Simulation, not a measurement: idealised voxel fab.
process module | voxel ribs on slabs
cross-section cut | 275 nm wide | cells 5 nm
A cross-section is a grid of square cells, given in bands from the top down. A band is one or more rows of cells.
Each band's line starts with the height of the band's top and of its bottom, in nm. Then come its materials from left to right, each with its width in nm. One material with "throughout" fills the band from edge to edge. "air" is empty space.
Height 0 is the level under which the wafer as received is all one material. The lowest band goes on downwards, as in "0 down".
A width such as "30 to 40" changes by the same amount from each row of cells to the next, from the band's top row to its bottom row.
"no change" after a step means that no cell of the cross-section changed.
closed voids: empty space of 8 cells or more with no open way to the top, each as width x height at its distance from the left edge, in nm
after a step's settings: what the simulator itself notes on the step
overlay nm, on a step with a mask: how far to the right of its planned place the mask lay; to the left if negative
plan
1 op RECEIVE | material Si
2 op DIRECTIONAL_DEP | material SiO2 | thk nm 20
3 op DIRECTIONAL_DEP | material SiN | thk nm 15
4 op PATTERN | tone cover | mask id RIB | material resist | width nm 25 | thk nm 20 | overlay nm 0
5 op DIRECTIONAL_ETCH | etch materials SiN | depth nm 10
6 op STRIP | etch materials resist
7 op DIRECTIONAL_DEP | material aC | thk nm 10
8 op PATTERN | tone cover | mask id SLAB | material resist | width nm 75 | thk nm 25 | overlay nm 0
9 op DIRECTIONAL_ETCH | etch materials aC | depth nm 10
10 op STRIP | etch materials resist
11 op DIRECTIONAL_ETCH | etch materials SiN | depth nm 5
12 op STRIP | etch materials aC
13 op FILL_DEP | material SiO2 | thk nm 30
14 op CMP | height nm 55
15 op DIRECTIONAL_DEP | material TiN | thk nm 10
16 op PATTERN | tone cover | mask id HEATER | material resist | width nm 35 | thk nm 15 | overlay nm 0
17 op DIRECTIONAL_ETCH | etch materials TiN | depth nm 10
18 op STRIP | etch materials resist
19 op CONFORMAL_DEP | material SiN | thk nm 5
as received, after step 1
  0 down: Si throughout
  closed voids: none
a wafer at the end: this start, this plan, one mistake
  70 to 65: air 115 | SiN 45 | air 115
  65 to 60: air 115 | SiN 5 | TiN 35 | SiN 5 | air 115
  60 to 55: SiN 120 | TiN 35 | SiN 120
  55 to 30: SiO2 throughout
  30 to 25: SiO2 125 | SiN 25 | SiO2 125
  25 to 20: SiN 100 | SiO2 25 | SiN 25 | SiO2 25 | SiN 100
  20 to 0: SiO2 throughout
  0 down: Si throughout
  closed voids: none
what went wrong: step 8 ran as: op PATTERN | tone open | mask id SLAB | material resist | width nm 75 | thk nm 25 | overlay nm 0
